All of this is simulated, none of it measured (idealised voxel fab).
This is a process module. Its name is voxel transistor to metal.
Cross-section cut: width 280 nm, square cells of 5 nm.
Cross-sections here: square-cell grids, written as top-down lists of bands, a band being one or more rows of cells. What a band's entry tells you: where the top is and where the bottom is, as heights in nm, and after that what lies inside, material by material from left to right, each with its width in nm. Empty space is written as the word "air", and a single material marked with the word "throughout" occupies the band from edge to edge. The level at which height equals 0 is the one under which the wafer, as it arrives, is entirely one material. No lower edge exists for the bottom band, which continues downward and is notated as in "top 0, no bottom". A two-number width, for instance "30->40", indicates that the width is equal to the first number in the top row of the band and to the second number in the bottom row, and that it changes by a constant amount per row of cells. For the purposes of this document, the phrase "same as before" attached to a step denotes that no cell within the cross-section was modified by that step. You'll see "Fully sealed cavities" listing empty spaces that have no way open to the top, as long as they're 8 cells or more; the notation is width x height at distance, where the distance is from the left edge, and all of it is in nm. Whatever follows a step's settings on its line is a remark the simulator itself makes about that step. overlay nm: mask offset rightward from planned place, masked step; negative means leftward offset.
Process steps (planned)
| 1 | RECEIVE | material Si |
| 2 | OXIDIZE | depth nm 5 |
| 3 | CONFORMAL_DEP | material SiN | thk nm 10 |
| 4 | PATTERN | tone cover | mask id ACTIVE | material resist | width nm 105 | pitch nm 125 | thk nm 15 | overlay nm 0 |
| 5 | DIRECTIONAL_ETCH | etch materials SiN | depth nm 10 |
| 6 | DIRECTIONAL_ETCH | etch materials SiO2 | depth nm 5 |
| 7 | DIRECTIONAL_ETCH | etch materials Si | depth nm 30 |
| 8 | STRIP | etch materials resist |
| 9 | OXIDIZE | depth nm 5 |
| 10 | FILL_DEP | material SiO2 | thk nm 15 |
| 11 | CMP | height nm 10 |
| 12 | SELECTIVE_ETCH | etch materials SiO2 | depth nm 5 |
| 13 | STRIP | etch materials SiN |
| 14 | SELECTIVE_ETCH | etch materials SiO2 | depth nm 5 |
| 15 | OXIDIZE | depth nm 5 |
| 16 | DIRECTIONAL_DEP | material polySi | thk nm 20 |
| 17 | DIRECTIONAL_DEP | material SiCN | thk nm 15 |
| 18 | DIRECTIONAL_DEP | material aC | thk nm 15 |
| 19 | PATTERN | tone cover | mask id GATE | material resist | width nm 15 | pitch nm 125 | thk nm 30 | overlay nm 0 |
| 20 | DIRECTIONAL_ETCH | etch materials aC | depth nm 15 |
| 21 | STRIP | etch materials resist |
| 22 | DIRECTIONAL_ETCH | etch materials SiCN | depth nm 25 |
| 23 | DIRECTIONAL_ETCH | etch materials polySi | depth nm 30 |
| 24 | STRIP | etch materials aC |
| 25 | CONFORMAL_DEP | material SiO2 | thk nm 5 |
| 26 | DIRECTIONAL_ETCH | etch materials SiO2 | depth nm 5 |
| 27 | CONFORMAL_DEP | material SiN | thk nm 5 |
| 28 | DIRECTIONAL_ETCH | etch materials SiN | depth nm 5 |
| 29 | DIRECTIONAL_ETCH | etch materials SiO2 | depth nm 5 |
| 30 | DIRECTIONAL_ETCH | etch materials Si | depth nm 10 |
| 31 | EPI | material pSi | thk nm 15 |
| 32 | FILL_DEP | material SiO2 | thk nm 5 |
| 33 | CMP | height nm 30 |
| 34 | DIRECTIONAL_DEP | material SiO2 | thk nm 10 |
| 35 | MASKED_ETCH | tone open | mask id CONTACT | width nm 35 | etch materials SiO2 | depth nm 45 | overlay nm 0 |
| 36 | CONFORMAL_DEP | material TiN | thk nm 5 |
| 37 | FILL_DEP | material Ru | thk nm 10 |
| 38 | CMP | height nm 40 |
| 39 | DIRECTIONAL_DEP | material TiN | thk nm 5 |
| 40 | DIRECTIONAL_DEP | material W | thk nm 20 |
| 41 | MASKED_ETCH | tone cover | mask id METAL_1 | width nm 20 | etch materials W | depth nm 20 | overlay nm 0 |
| 42 | MASKED_ETCH | tone cover | mask id METAL_1 | width nm 20 | etch materials TiN | depth nm 5 | overlay nm 0 |
| 43 | FILL_DEP | material lowk | thk nm 5 |
| 44 | CMP | height nm 65 |
| 45 | CONFORMAL_DEP | material SiN | thk nm 5 |
Cross-section: wafer on arrival = after step 1
> top 0, no bottom = Si throughout
> Fully sealed cavities: none
The following cross-section depicts the wafer upon conclusion of the module. Processing commenced from the starting condition illustrated above and adhered to the plan illustrated above, save for one mistake in execution
> top 70, bottom 65 = SiN throughout
> top 65, bottom 45 = lowk 30, then W 20, then lowk 55, then W 20, then lowk 30, then W 20, then lowk 55, then W 20, then lowk 30
> top 45, bottom 40 = lowk 30, then TiN 20, then lowk 55, then TiN 20, then lowk 30, then TiN 20, then lowk 55, then TiN 20, then lowk 30
> top 40, bottom 30 = SiO2 30, then TiN 5, then Ru 25, then TiN 5, then SiO2 25, then TiN 5, then Ru 25, then TiN 5, then SiO2 30, then TiN 5, then Ru 25, then TiN 5, then SiO2 25, then TiN 5, then Ru 25, then TiN 5, then SiO2 30
> top 30, bottom 15 = SiO2 30, then TiN 5, then Ru 25, then TiN 5, then SiO2 5, then SiCN 15, then SiO2 5, then TiN 5, then Ru 25, then TiN 5, then SiO2 30, then TiN 5, then Ru 25, then TiN 5, then SiO2 5, then SiCN 15, then SiO2 5, then TiN 5, then Ru 25, then TiN 5, then SiO2 30
> top 15, bottom 5 = SiO2 30, then TiN 5, then Ru 25->10, then TiN 5->20, then SiO2 5, then polySi 15, then SiO2 5, then TiN 5->20, then Ru 25->10, then TiN 5, then SiO2 30, then TiN 5, then Ru 25->10, then TiN 5->20, then SiO2 5, then polySi 15, then SiO2 5, then TiN 5->20, then Ru 25->10, then TiN 5, then SiO2 30
> top 5, bottom 0 = SiO2 30, then TiN 5, then Ru 10, then TiN 5, then pSi 15, then SiO2 5, then polySi 15, then SiO2 5, then pSi 15, then TiN 5, then Ru 10, then TiN 5, then SiO2 30, then TiN 5, then Ru 10, then TiN 5, then pSi 15, then SiO2 5, then polySi 15, then SiO2 5, then pSi 15, then TiN 5, then Ru 10, then TiN 5, then SiO2 30
> top 0, bottom -5 = SiO2 30, then TiN 20, then pSi 15, then SiO2 5, then polySi 15, then SiO2 5, then pSi 15, then TiN 20, then SiO2 30, then TiN 20, then pSi 15, then SiO2 5, then polySi 15, then SiO2 5, then pSi 15, then TiN 20, then SiO2 30
> top -5, bottom -10 = SiO2 25, then pSi 40, then SiO2 25, then pSi 40, then SiO2 20, then pSi 40, then SiO2 25, then pSi 40, then SiO2 25
> top -10, bottom -20 = SiO2 30, then pSi 35, then Si 25, then pSi 35, then SiO2 30, then pSi 35, then Si 25, then pSi 35, then SiO2 30
> top -20, bottom -40 = SiO2 30, then Si 95, then SiO2 30, then Si 95, then SiO2 30
> top -40, no bottom = Si throughout
> Fully sealed cavities: none
Deviation from plan: step 27 of the plan was omitted and not executed
